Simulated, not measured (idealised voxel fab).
Title: Process Module voxel self aligned contacts
Each square cell in cross-section cut measures 5 nm, and the section as a whole is 225 nm wide.
Cross-section, as written here: a square-cell grid given band by band from the top down, where a band holds one or more rows of cells. What a band's entry tells you: where the top is and where the bottom is, as heights in nm, and after that what lies inside, material by material from left to right, each with its width in nm. Empty space is written as the word "air", and a single material marked with the word "full width" occupies the band from edge to edge. Height 0 is the level under which the wafer as received is all one material. The lowest band goes on downwards, as in "0 and below". Per-row width for "30..40": begins at first number (top row of band), ends at second number (bottom row), increment between rows held constant. Basically "nothing different" means that step didn't change any cell in the cross-section. Entry "Enclosed void inventory" = empty spaces >= 8 cells with no open way to the top; each as width x height at distance, distance from left edge, all nm. Past the settings on a step's line: simulator remark, on that step. overlay nm: where the mask lay relative to plan, measured to the right, on steps with a mask; negatives go left.
### Planned process steps
1) RECEIVE (material Si)
2) CONFORMAL_DEP (material SiO2; thk nm 5)
3) DIRECTIONAL_DEP (material polySi; thk nm 20)
4) DIRECTIONAL_DEP (material SiN; thk nm 20)
5) DIRECTIONAL_DEP (material aC; thk nm 15)
6) PATTERN (tone cover; mask id GATE; material resist; width nm 35; pitch nm 75; thk nm 35; overlay nm 0)
7) DIRECTIONAL_ETCH (etch materials aC; depth nm 15)
8) STRIP (etch materials resist)
9) DIRECTIONAL_ETCH (etch materials SiN; depth nm 20)
10) DIRECTIONAL_ETCH (etch materials polySi; depth nm 20)
11) STRIP (etch materials aC)
12) CONFORMAL_DEP (material SiN; thk nm 10)
13) DIRECTIONAL_ETCH (etch materials SiN; depth nm 10)
14) FILL_DEP (material SiO2; thk nm 15)
15) CMP (height nm 45)
16) PATTERN (tone open; mask id CONTACT; material resist; width nm 50; thk nm 20; overlay nm 0)
17) DIRECTIONAL_ETCH (etch materials SiO2; depth nm 55)
18) STRIP (etch materials resist)
19) CONFORMAL_DEP (material TiN; thk nm 5)
20) FILL_DEP (material W; thk nm 10)
21) CMP (height nm 55)
22) CONFORMAL_DEP (material SiCN; thk nm 5)
Don't read the plan's height nm for step 15 as applying to every wafer: that's the first wafer's value, and the wafers differ in it, though they all start identical.
### Here's the first of the wafers in cross-section, just as we got it, i.e. after step 1
0 and below  Si full width
Enclosed void inventory: none
### End of the module, past its last step, step 22: how the first of several wafers looks in cross-section
60 down to 55  SiCN full width
55 down to 50  W full width
50 down to 45  TiN: 105 / W: 10 / TiN: 110
45 down to 25  SiO2: 45 / SiN: 55 / TiN: 5 / W: 10 / TiN: 5 / SiN: 55 / SiO2: 50
25 down to 5  SiO2: 45 / SiN: 10 / polySi: 35 / SiN: 10 / TiN: 5 / W: 10 / TiN: 5 / SiN: 10 / polySi: 35 / SiN: 10 / SiO2: 50
5 down to 0  SiO2: 100 / TiN: 20 / SiO2: 105
0 and below  Si full width
Enclosed void inventory: none
### Cross-section of the last wafer at end of module
60 down to 55  SiCN full width
55 down to 45  SiO2: 85 / TiN: 5..20 / W: 40..10 / TiN: 5..20 / SiO2: 90
45 down to 25  SiO2: 45 / SiN: 55 / TiN: 5 / W: 10 / TiN: 5 / SiN: 55 / SiO2: 50
25 down to 10  SiO2: 45 / SiN: 10 / polySi: 35 / SiN: 10 / TiN: 5 / W: 10 / TiN: 5 / SiN: 10 / polySi: 35 / SiN: 10 / SiO2: 50
10 down to 5  SiO2: 45 / SiN: 10 / polySi: 35 / SiN: 10 / TiN: 20 / SiN: 10 / polySi: 35 / SiN: 10 / SiO2: 50
5 down to 0  SiO2 full width
0 and below  Si full width
Enclosed void inventory: none
### What follows is a table in which each wafer occupies a row; for the wafer as it stands at the close of the module, the row states, material by material, how many cells have been gained (+) or lost (-) since receipt, and then gives its closed voids
height nm 45; +45 SiCN; +120 SiN; +193 SiO2; +63 TiN; +63 W; +56 polySi; Enclosed void inventory: none
height nm 50; +45 SiCN; +120 SiN; +228 SiO2; +65 TiN; +26 W; +56 polySi; Enclosed void inventory: none
height nm 55; +45 SiCN; +120 SiN; +263 SiO2; +30 TiN; +26 W; +56 polySi; Enclosed void inventory: none
height nm 60; +45 SiCN; +120 SiN; +267 SiO2; +28 TiN; +24 W; +56 polySi; Enclosed void inventory: none
